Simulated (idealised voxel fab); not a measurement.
Process module name: voxel self aligned vias
Cross-section cut: width 280 nm, square cells of 5 nm.
The cross-sections in this document take the form of a grid made of square cells. They are written out as bands, in order from top to bottom. Each band consists of one or more rows of cells. Look at the band entry: it leads with the top's height and the bottom's height in nm. Then it lists the materials left to right, with a width in nm for each. The word "all across" on a single material says that material fills the band edge to edge. The word "air" is empty space. Measure heights from 0. That's the level where, below it, the as-received wafer is all one material. The lowest band is bottomless and extends downward; write it as in "0..down". So if you see something like "30..40" for the width, read it as the top row of the band sitting at the first number and the bottom row at the second, with every row in between moving by the same amount as the last. You'll sometimes find "nothing changed" written for a step, and that's the way of saying that nowhere in the cross-section did a cell change during that step. "Unvented cavities": sealed empty spaces, 8 cells or more, no open way to top, listed width x height at distance, with distance from the left edge and width, height and distance in nm. If you see something after the settings on a step's line, that's the simulator's own remark about that step. "overlay nm", when on a step's line for a step with a mask, measures how far to the right of its planned place the mask lay; a negative measure means to the left.

# Here's what the planned process steps look like
1,RECEIVE, material Si
2,CONFORMAL_DEP, material SiO2, thk nm 15
3,CONFORMAL_DEP, material SiCN, thk nm 5
4,DIRECTIONAL_DEP, material SiO2, thk nm 25
5,DIRECTIONAL_DEP, material aC, thk nm 10
6,PATTERN, tone open, mask id LINES, material resist, width nm 30, pitch nm 60, thk nm 25, overlay nm 0
7,DIRECTIONAL_ETCH, etch materials aC, depth nm 10
8,STRIP, etch materials resist
9,DIRECTIONAL_ETCH, etch materials SiO2, depth nm 25
10,STRIP, etch materials aC
11,CONFORMAL_DEP, material TiN, thk nm 5
12,FILL_DEP, material Ru, thk nm 10
13,CMP, height nm 45
14,SELECTIVE_ETCH, etch materials W Ru TiN, depth nm 5
15,FILL_DEP, material SiN, thk nm 10
16,CMP, height nm 45
17,DIRECTIONAL_DEP, material SiO2, thk nm 20
18,DIRECTIONAL_DEP, material aC, thk nm 15
19,PATTERN, tone open, mask id VIAS, material resist, width nm 40, pitch nm 120, thk nm 35, overlay nm 0
20,DIRECTIONAL_ETCH, etch materials aC, depth nm 15
21,STRIP, etch materials resist
22,DIRECTIONAL_ETCH, etch materials SiO2, depth nm 20
23,DIRECTIONAL_ETCH, etch materials SiN, depth nm 5
24,STRIP, etch materials aC
25,CONFORMAL_DEP, material TiN, thk nm 5
26,FILL_DEP, material Ru, thk nm 5
27,CMP, height nm 65
28,CONFORMAL_DEP, material SiCN, thk nm 5

# As-received wafer cross-section (after step 1)
- 0..down  Si all across
- Unvented cavities: none

# The following cross-section depicts the wafer upon conclusion of the module. Processing commenced from the starting condition illustrated above and adhered to the plan illustrated above, save for one mistake in execution
- 70..65  SiCN all across
- 65..45  SiO2=60, then TiN=5, then Ru=30, then TiN=5, then SiO2=80, then TiN=5, then Ru=30, then TiN=5, then SiO2=60
- 45..40  SiN=60, then TiN=40, then SiN=80, then TiN=40, then SiN=60
- 40..35  Ru all across
- 35..30  TiN=70, then Ru=20, then TiN=40, then Ru=20, then TiN=40, then Ru=20, then TiN=70
- 30..10  SiO2=65, then TiN=5, then Ru=20, then TiN=5, then SiO2=30, then TiN=5, then Ru=20, then TiN=5, then SiO2=30, then TiN=5, then Ru=20, then TiN=5, then SiO2=65
- 10..5  SiO2=65, then TiN=30, then SiO2=30, then TiN=30, then SiO2=30, then TiN=30, then SiO2=65
- 5..0  SiCN all across
- 0..down  Si all across
- Unvented cavities: none
Plan not followed: step 2 of the plan never got run, it was skipped over
